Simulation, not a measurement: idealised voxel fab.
process module | voxel double patterning
cross-section cut | 155 nm wide | cells 5 nm
A cross-section is a grid of square cells, given in bands from the top down. A band is one or more rows of cells.
Each band's line starts with the height of the band's top and of its bottom, in nm. Then come its materials from left to right, each with its width in nm. One material with "throughout" fills the band from edge to edge. "air" is empty space.
Height 0 is the level under which the wafer as received is all one material. The lowest band goes on downwards, as in "0 down".
A width such as "30 to 40" changes by the same amount from each row of cells to the next, from the band's top row to its bottom row.
"no change" after a step means that no cell of the cross-section changed.
closed voids: empty space of 8 cells or more with no open way to the top, each as width x height at its distance from the left edge, in nm
after a step's settings: what the simulator itself notes on the step
overlay nm, on a step with a mask: how far to the right of its planned place the mask lay; to the left if negative
plan
1 op RECEIVE | material Si
2 op CONFORMAL_DEP | material SiO2 | thk nm 10
3 op DIRECTIONAL_DEP | material polySi | thk nm 15
4 op DIRECTIONAL_DEP | material SiCN | thk nm 10
5 op MASKED_ETCH | tone open | mask id FIRST | width nm 15 | pitch nm 50 | etch materials SiCN | depth nm 10 | overlay nm 0
6 op MASKED_ETCH | tone open | mask id SECOND | width nm 15 | pitch nm 50 | etch materials SiCN | depth nm 10 | overlay nm 0
7 op DIRECTIONAL_ETCH | etch materials polySi | depth nm 15
8 op STRIP | etch materials SiCN
first wafer, as planned
as received, after step 1
  0 down: Si throughout
  closed voids: none
after step 2
  10 to 0: SiO2 throughout
  below 0: unchanged
after step 3
  25 to 10: polySi throughout
  below 10: unchanged
after step 4
  35 to 25: SiCN throughout
  below 25: unchanged
after step 5
  35 to 25: SiCN 20 | air 15 | SiCN 35 | air 15 | SiCN 35 | air 15 | SiCN 20
  below 25: unchanged
after step 6
  35 to 25: SiCN 20 | air 15 | SiCN 10 | air 15 | SiCN 10 | air 15 | SiCN 10 | air 15 | SiCN 10 | air 15 | SiCN 20
  below 25: unchanged
after step 7
  35 to 25: SiCN 20 | air 15 | SiCN 10 | air 15 | SiCN 10 | air 15 | SiCN 10 | air 15 | SiCN 10 | air 15 | SiCN 20
  25 to 10: polySi 20 | air 15 | polySi 10 | air 15 | polySi 10 | air 15 | polySi 10 | air 15 | polySi 10 | air 15 | polySi 20
  below 10: unchanged
after step 8
  25 to 10: polySi 20 | air 15 | polySi 10 | air 15 | polySi 10 | air 15 | polySi 10 | air 15 | polySi 10 | air 15 | polySi 20
  below 10: unchanged
second wafer: like start, like plan, one mistake. Through step 2 it matches the first wafer
when step 3 should have ended
  40 to 10: polySi throughout
  below 10: unchanged
when step 4 should have ended
  50 to 40: SiCN throughout
  below 40: unchanged
when step 5 should have ended
  50 to 40: SiCN 20 | air 15 | SiCN 35 | air 15 | SiCN 35 | air 15 | SiCN 20
  below 40: unchanged
when step 6 should have ended
  50 to 40: SiCN 20 | air 15 | SiCN 10 | air 15 | SiCN 10 | air 15 | SiCN 10 | air 15 | SiCN 10 | air 15 | SiCN 20
  below 40: unchanged
when step 7 should have ended
  50 to 40: SiCN 20 | air 15 | SiCN 10 | air 15 | SiCN 10 | air 15 | SiCN 10 | air 15 | SiCN 10 | air 15 | SiCN 20
  40 to 25: polySi 20 | air 15 | polySi 10 | air 15 | polySi 10 | air 15 | polySi 10 | air 15 | polySi 10 | air 15 | polySi 20
  below 25: unchanged
when step 8 should have ended
  40 to 25: polySi 20 | air 15 | polySi 10 | air 15 | polySi 10 | air 15 | polySi 10 | air 15 | polySi 10 | air 15 | polySi 20
  below 25: unchanged
what went wrong: step 3 was run twice
at the end the second wafer has, in cells: 93 more of polySi
